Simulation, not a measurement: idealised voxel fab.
You're looking at the process module voxel capacitor over wiring.
This is section cut - it's 225 nm across, gridded in 5 nm square cells.
We lay out every cross-section as a grid of square cells and spell it out in bands from the top down, where one band means one or more rows of cells.
For a band, the entry starts with two heights in nm, that of the top and then that of the bottom, and carries on with the band's materials in order from left to right, each alongside its width in nm; the word "throughout" beside a single material means it fills the band edge to edge, and "empty" means empty space.
Heights from 0 (as-received wafer is one material below). Bottom band endless downward, as "0 down".
It should be noted that a width expressed as "30..40" varies in equal increments from row to row of cells within the band, taking the value of the first number at the top row and that of the second number at the bottom row.
For the purposes of this document, the phrase "no alterations made" attached to a step denotes that no cell within the cross-section was modified by that step.
"Enclosed void list" contains a list of empty spaces, each no smaller than 8 cells and without an open way to the top, written in the form width x height at distance with the distance from the left edge and all three in nm.
On each step's line, the part that comes after the settings is the simulator's own comment on the step.
A step line may carry the setting "overlay nm", which, for steps involving a mask, states the distance by which the mask lay to the right of its intended position; negative values denote displacement to the left.
The steps planned for the process are as follows:
1. op RECEIVE | material Si
2. op CONFORMAL_DEP | material SiO2 | thk nm 15
3. op CONFORMAL_DEP | material SiCN | thk nm 5
4. op DIRECTIONAL_DEP | material SiO2 | thk nm 20
5. op PATTERN | tone open | mask id METAL_1 | material resist | width nm 30 | pitch nm 95 | thk nm 15 | overlay nm 0
6. op DIRECTIONAL_ETCH | etch materials SiO2 | depth nm 20
7. op DIRECTIONAL_ETCH | etch materials SiCN | depth nm 5
8. op STRIP | etch materials resist
9. op CONFORMAL_DEP | material TiN | thk nm 5
10. op FILL_DEP | material Cu | thk nm 10
11. op CMP | height nm 40
12. op EPI | material Ru | thk nm 5
13. op FILL_DEP | material SiCN | thk nm 5
14. op DIRECTIONAL_DEP | material lowk | thk nm 15
15. op MASKED_ETCH | tone open | mask id PLUG_1 | width nm 15 | etch materials lowk | depth nm 15 | overlay nm 0
16. op MASKED_ETCH | tone open | mask id PLUG_1 | width nm 15 | etch materials SiCN | depth nm 5 | overlay nm 0
17. op CONFORMAL_DEP | material TiN | thk nm 5
18. op FILL_DEP | material Ru | thk nm 10
19. op CMP | height nm 65
20. op DIRECTIONAL_DEP | material TiN | thk nm 5
21. op DIRECTIONAL_DEP | material SiN | thk nm 5
22. op DIRECTIONAL_DEP | material TiN | thk nm 10
23. op PATTERN | tone cover | mask id UPPER_PLATE | material resist | width nm 70 | thk nm 15 | overlay nm 0
24. op DIRECTIONAL_ETCH | etch materials TiN | depth nm 10
25. op DIRECTIONAL_ETCH | etch materials SiN | depth nm 5
26. op STRIP | etch materials resist
27. op PATTERN | tone cover | mask id LOWER_PLATE | material resist | width nm 80 | thk nm 20 | overlay nm 0
28. op DIRECTIONAL_ETCH | etch materials TiN | depth nm 5
29. op STRIP | etch materials resist
30. op FILL_DEP | material SiO2 | thk nm 20
31. op CMP | height nm 100
32. op DIRECTIONAL_DEP | material aC | thk nm 10
33. op PATTERN | tone open | mask id PLUG_2 | material resist | width nm 15 | thk nm 30 | overlay nm 0
34. op DIRECTIONAL_ETCH | etch materials aC | depth nm 10
35. op STRIP | etch materials resist
36. op DIRECTIONAL_ETCH | etch materials SiO2 | depth nm 15
37. op STRIP | etch materials aC
38. op CONFORMAL_DEP | material TiN | thk nm 5
39. op FILL_DEP | material W | thk nm 5
40. op CMP | height nm 100
41. op CONFORMAL_DEP | material SiCN | thk nm 5
As received (post step 1): cross-section:
    0 down  Si throughout
    Enclosed void list: none
Figure: cross-sectional view of the wafer upon completion of the module, processed from the initial state and according to the plan depicted above, with one error introduced during execution:
    110 to 105  SiCN throughout
    105 to 100  TiN 80; W 5; TiN 140
    100 to 90  SiO2 75; TiN 5; W 5; TiN 5; SiO2 135
    90 to 85  SiO2 75; TiN 15; SiO2 135
    85 to 75  SiO2 65; TiN 70; SiO2 90
    75 to 70  SiO2 65; SiN 70; SiO2 90
    70 to 65  SiO2 60; TiN 80; SiO2 85
    65 to 50  lowk 65; TiN 5; Ru 5; TiN 5; lowk 145
    50 to 45  SiCN 65; TiN 15; SiCN 145
    45 to 40  SiCN 45; Ru 40; SiCN 55; Ru 40; SiCN 45
    40 to 20  SiO2 50; TiN 5; Cu 20; TiN 5; SiO2 65; TiN 5; Cu 20; TiN 5; SiO2 50
    20 to 15  SiCN 50; TiN 30; SiCN 65; TiN 30; SiCN 50
    15 to 0  SiO2 throughout
    0 down  Si throughout
    Enclosed void list: none
The mistake made against the process plan was this: step 40 ran as: op CMP | height nm 105
